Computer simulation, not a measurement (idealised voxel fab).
The document below concerns the process module designated voxel ribs on slabs.
The cross-section shown here is cut; it is 185 nm wide and divided into square cells measuring 5 nm on a side.
In this document a cross-section is written as a grid of square cells. It is given as a series of bands, listed from the top down, and a band is one or more rows of cells. Basically the band line says how high the top is and how high the bottom is, in nm, and then what's in it from left to right, every material with its width in nm. Empty space shows up as "blank", and if a single material carries "edge to edge" it runs the full band edge to edge. Measure heights from 0. That's the level where, below it, the as-received wafer is all one material. The lowest band is bottomless and extends downward; write it as in "0 nm and below". The width entry "30..40" should be interpreted row by row: the top row of cells in the band takes the first number, the bottom row takes the second number, and the change between adjacent rows is uniform throughout. "remains unaltered" (step): cross-section cells unchanged, all of them. "Enclosed internal voids": empty spaces of 8 cells or more with no open way to the top, each given as width x height at distance, distance from the left edge, all in nm. What comes after the settings on a step's line is commentary from the simulator itself on that step. overlay nm: on a step with a mask, how far right of its planned place the mask lay; negative means left.
LISTED BELOW ARE THE PROCESS STEPS AS PLANNED
1) RECEIVE: material Si
2) DIRECTIONAL_DEP: material SiO2, thk nm 30
3) DIRECTIONAL_DEP: material polySi, thk nm 20
4) PATTERN: tone cover, mask id RIB, material resist, width nm 25, thk nm 20, overlay nm 0
5) DIRECTIONAL_ETCH: etch materials polySi, depth nm 15
6) STRIP: etch materials resist
7) PATTERN: tone cover, mask id SLAB, material resist, width nm 75, thk nm 20, overlay nm 0
8) DIRECTIONAL_ETCH: etch materials polySi, depth nm 5
9) STRIP: etch materials resist
10) FILL_DEP: material SiO2, thk nm 30
11) CMP: height nm 70
12) DIRECTIONAL_DEP: material W, thk nm 10
13) DIRECTIONAL_DEP: material aC, thk nm 10
14) PATTERN: tone cover, mask id HEATER, material resist, width nm 35, thk nm 30, overlay nm 0
15) DIRECTIONAL_ETCH: etch materials aC, depth nm 10
16) STRIP: etch materials resist
17) DIRECTIONAL_ETCH: etch materials W, depth nm 10
18) STRIP: etch materials aC
19) CONFORMAL_DEP: material SiN, thk nm 5
CROSS-SECTION OF THE WAFER AS IT CAME TO US, I.E., ALREADY THROUGH STEP 1
    0 nm and below = Si edge to edge
    Enclosed internal voids: none
CROSS-SECTIONAL IMAGE OF THE FIRST OF TWO WAFERS AT THE END OF THE MODULE, THE RUN HAVING PROCEEDED AS PLANNED
    85 nm to 80 nm = blank=70  SiN=45  blank=70
    80 nm to 75 nm = blank=70  SiN=5  W=35  SiN=5  blank=70
    75 nm to 70 nm = SiN=75  W=35  SiN=75
    70 nm to 50 nm = SiO2 edge to edge
    50 nm to 35 nm = SiO2=80  polySi=25  SiO2=80
    35 nm to 30 nm = SiO2=55  polySi=75  SiO2=55
    30 nm to 0 nm = SiO2 edge to edge
    0 nm and below = Si edge to edge
    Enclosed internal voids: none
MODULE END: CROSS-SECTION OF WAFER TWO OF TWO. SAME START AND PROCESS PLAN AS THE FIRST WAFER. ONE MISTAKE DURING EXECUTION
    85 nm to 80 nm = blank=70  SiN=45  blank=70
    80 nm to 75 nm = blank=70  SiN=5  W=35  SiN=5  blank=70
    75 nm to 70 nm = SiN=75  W=35  SiN=75
    70 nm to 20 nm = SiO2 edge to edge
    20 nm to 0 nm = polySi edge to edge
    0 nm and below = Si edge to edge
    Enclosed internal voids: none
It is concluded that the wafer was processed incorrectly with respect to the plan, in that step 3 occupied the plan position of step 2, and the converse holds as well
Materials where the second wafer ends with more or fewer cells than the first: SiO2 -118, polySi +118
